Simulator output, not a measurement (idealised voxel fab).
The name of this process module is voxel capacitor over wiring.
Square cell edge 5 nm, section width 250 nm, ID cut.
Heads up, the way a cross-section reads in here is a grid of square cells, handed over as bands from the top down, with every band being one or more rows of cells.
In this notation a band is specified by the heights of its top and bottom, in that order and in nm, after which its materials appear from left to right, each paired with its width in nm. The word "everywhere" attached to a single material means that material fills the band from edge to edge; the word "empty" stands for empty space.
The level at which height equals 0 is the one under which the wafer, as it arrives, is entirely one material. No lower edge exists for the bottom band, which continues downward and is notated as in "from 0 down".
Quick explanation for "30..40": the width changes in equal steps down the rows of cells, from the first number in the band's top row to the second number in its bottom row.
Given "remained the same" for a step, no cell of the cross-section differs between before and after that step.
"Closed void register" enumerates empty spaces isolated from the top, with no open way to it, that contain at least 8 cells, giving each as width x height at distance from the left edge, all three in nm.
after a step's settings: what the simulator itself notes on the step
overlay nm: where the mask lay relative to plan, measured to the right, on steps with a mask; negatives go left.
**Process steps - plan**
1. RECEIVE | material Si
2. CONFORMAL_DEP | material SiO2 | thk nm 10
3. DIRECTIONAL_DEP | material TiN | thk nm 5
4. DIRECTIONAL_DEP | material W | thk nm 15
5. DIRECTIONAL_DEP | material aC | thk nm 10
6. PATTERN | tone cover | mask id METAL_1 | material resist | width nm 25 | pitch nm 90 | thk nm 25 | overlay nm 0
7. DIRECTIONAL_ETCH | etch materials aC | depth nm 10
8. STRIP | etch materials resist
9. DIRECTIONAL_ETCH | etch materials W | depth nm 15
10. DIRECTIONAL_ETCH | etch materials TiN | depth nm 5
11. STRIP | etch materials aC
12. CONFORMAL_DEP | material SiCN | thk nm 5
13. FILL_DEP | material SiO2 | thk nm 5
14. CMP | height nm 30
15. CONFORMAL_DEP | material SiCN | thk nm 5
16. DIRECTIONAL_DEP | material SiO2 | thk nm 15
17. MASKED_ETCH | tone open | mask id PLUG_1 | width nm 15 | etch materials SiO2 | depth nm 15 | overlay nm 0
18. MASKED_ETCH | tone open | mask id PLUG_1 | width nm 15 | etch materials SiCN | depth nm 5 | overlay nm 0
19. EPI | material Ru | thk nm 10
20. EPI | material Ru | thk nm 10
21. DIRECTIONAL_DEP | material TiN | thk nm 10
22. DIRECTIONAL_DEP | material SiN | thk nm 5
23. DIRECTIONAL_DEP | material TiN | thk nm 10
24. MASKED_ETCH | tone cover | mask id UPPER_PLATE | width nm 70 | etch materials TiN | depth nm 10 | overlay nm 0
25. MASKED_ETCH | tone cover | mask id UPPER_PLATE | width nm 70 | etch materials SiN | depth nm 5 | overlay nm 0
26. PATTERN | tone cover | mask id LOWER_PLATE | material resist | width nm 80 | thk nm 20 | overlay nm 0
27. DIRECTIONAL_ETCH | etch materials TiN | depth nm 10
28. STRIP | etch materials resist
29. FILL_DEP | material SiO2 | thk nm 20
30. CMP | height nm 90
31. DIRECTIONAL_DEP | material aC | thk nm 15
32. PATTERN | tone open | mask id PLUG_2 | material resist | width nm 15 | thk nm 30 | overlay nm 0
33. DIRECTIONAL_ETCH | etch materials aC | depth nm 15
34. STRIP | etch materials resist
35. DIRECTIONAL_ETCH | etch materials SiO2 | depth nm 15
36. STRIP | etch materials aC
37. CONFORMAL_DEP | material TiN | thk nm 5
38. FILL_DEP | material Ru | thk nm 5
39. CMP | height nm 90
40. CONFORMAL_DEP | material SiCN | thk nm 5
**Wafer as received: cross-section following step 1**
    from 0 down = Si everywhere
    Closed void register: none
**Run as planned - first of the two wafers cross-sectioned at the end of the module**
    from 95 to 90 = SiCN everywhere
    from 90 to 80 = SiO2 85 nm  TiN 5 nm  Ru 5 nm  TiN 5 nm  SiO2 150 nm
    from 80 to 75 = SiO2 85 nm  TiN 15 nm  SiO2 150 nm
    from 75 to 65 = SiO2 75 nm  TiN 70 nm  SiO2 105 nm
    from 65 to 60 = SiO2 75 nm  SiN 70 nm  SiO2 105 nm
    from 60 to 50 = SiO2 70 nm  TiN 80 nm  SiO2 100 nm
    from 50 to 35 = SiO2 75 nm  Ru 15 nm  SiO2 160 nm
    from 35 to 30 = SiCN 75 nm  Ru 15 nm  SiCN 160 nm
    from 30 to 15 = SiO2 60 nm  SiCN 5 nm  W 25 nm  SiCN 5 nm  SiO2 55 nm  SiCN 5 nm  W 25 nm  SiCN 5 nm  SiO2 65 nm
    from 15 to 10 = SiCN 65 nm  TiN 25 nm  SiCN 65 nm  TiN 25 nm  SiCN 70 nm
    from 10 to 0 = SiO2 everywhere
    from 0 down = Si everywhere
    Closed void register: none
**Presented here is a cross-section of the second of the two wafers as it stood at the end of the module. It was started in the same manner and assigned the same plan as the first wafer; however, one mistake was made in its execution**
    from 95 to 90 = SiCN everywhere
    from 90 to 85 = SiO2 75 nm  TiN 70 nm  SiO2 105 nm
    from 85 to 80 = SiO2 75 nm  SiN 70 nm  SiO2 105 nm
    from 80 to 70 = SiO2 70 nm  TiN 80 nm  SiO2 100 nm
    from 70 to 35 = Ru everywhere
    from 35 to 30 = SiCN everywhere
    from 30 to 15 = SiO2 60 nm  SiCN 5 nm  W 25 nm  SiCN 5 nm  SiO2 55 nm  SiCN 5 nm  W 25 nm  SiCN 5 nm  SiO2 65 nm
    from 15 to 10 = SiCN 65 nm  TiN 25 nm  SiCN 65 nm  TiN 25 nm  SiCN 70 nm
    from 10 to 0 = SiO2 everywhere
    from 0 down = Si everywhere
    Closed void register: none
What broke from the plan during processing? heads up, step 16 didn't go per plan, it actually ran as DIRECTIONAL_DEP | material Ru | thk nm 15
FYI, end of process, the second wafer has more or fewer cells of some materials than the first: Ru: 336 more | SiCN: 3 more | SiO2: 318 fewer | TiN: 21 fewer
